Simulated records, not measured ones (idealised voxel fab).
Module name: voxel ribs on slabs (process module)
The cross-section on display is named cut; it measures 205 nm wide, and its cells are 5 nm squares.
Heads up, the way a cross-section reads in here is a grid of square cells, handed over as bands from the top down, with every band being one or more rows of cells. A band entry consists of two parts. The first gives the height of the band's top and the height of its bottom, in nm. The rest lists the band's materials from left to right, each with its width in nm. A single material labelled with the word "edge to edge" fills the band from edge to edge, and the word "air" marks empty space. The reference from which all heights are counted is 0, the level beneath which the as-received wafer is entirely one material; the lowest band, having no lower bound, proceeds downward and is written after the example "z 0 and below". The two numbers in a width such as "30..40" mark its ends across the band: the first belongs to the top row of cells, the second to the bottom row, and from each row to the next the width moves by the same amount. "changes: none" means the step left every cell of the cross-section as it was. Empty spaces without an open route to the top, at least 8 cells in extent, make up the entry "Sealed cavities"; each is given as width x height at distance, where the distance is measured from the left edge, and all are in nm. The remark found on a step's line after its settings is issued by the simulator itself and pertains to that step. overlay nm: where the mask lay relative to plan, measured to the right, on steps with a mask; negatives go left.
# The following list gives the planned process steps
1 op RECEIVE | material Si
2 op DIRECTIONAL_DEP | material SiO2 | thk nm 30
3 op DIRECTIONAL_DEP | material polySi | thk nm 15
4 op PATTERN | tone cover | mask id RIB | material resist | width nm 30 | thk nm 20 | overlay nm 0
5 op DIRECTIONAL_ETCH | etch materials polySi | depth nm 5
6 op STRIP | etch materials resist
7 op PATTERN | tone cover | mask id SLAB | material resist | width nm 80 | thk nm 20 | overlay nm 0
8 op DIRECTIONAL_ETCH | etch materials polySi | depth nm 10
9 op STRIP | etch materials resist
10 op FILL_DEP | material SiO2 | thk nm 20
11 op CMP | height nm 60
12 op DIRECTIONAL_DEP | material TiN | thk nm 10
13 op DIRECTIONAL_DEP | material aC | thk nm 15
14 op PATTERN | tone cover | mask id HEATER | material resist | width nm 40 | thk nm 35 | overlay nm 0
15 op DIRECTIONAL_ETCH | etch materials aC | depth nm 15
16 op STRIP | etch materials resist
17 op DIRECTIONAL_ETCH | etch materials TiN | depth nm 10
18 op STRIP | etch materials aC
19 op CONFORMAL_DEP | material SiN | thk nm 5
# As-received state of the wafer in cross-section, equivalent to post-step 1
	z 0 and below = Si edge to edge
	Sealed cavities: none
# First of two wafers: cross-section at end of module, run per plan
	z 75 to 70 = air 75, SiN 50, air 80
	z 70 to 65 = air 75, SiN 5, TiN 40, SiN 5, air 80
	z 65 to 60 = SiN 80, TiN 40, SiN 85
	z 60 to 45 = SiO2 edge to edge
	z 45 to 40 = SiO2 85, polySi 30, SiO2 90
	z 40 to 30 = SiO2 60, polySi 80, SiO2 65
	z 30 to 0 = SiO2 edge to edge
	z 0 and below = Si edge to edge
	Sealed cavities: none
# What the second wafer looks like in cross-section once the module is done. Its start and its plan matched the first wafer's exactly; what differed was one mistake in how it was run
	z 75 to 70 = air 75, SiN 50, air 80
	z 70 to 65 = air 75, SiN 5, TiN 40, SiN 5, air 80
	z 65 to 60 = SiN 80, TiN 40, SiN 85
	z 60 to 15 = SiO2 edge to edge
	z 15 to 0 = polySi edge to edge
	z 0 and below = Si edge to edge
	Sealed cavities: none
Against the plan, the run slipped here: plan vs actual: 2 and 3 interchanged
Materials where the second wafer ends with more or fewer cells than the first: SiO2: 85 fewer | polySi: 85 more
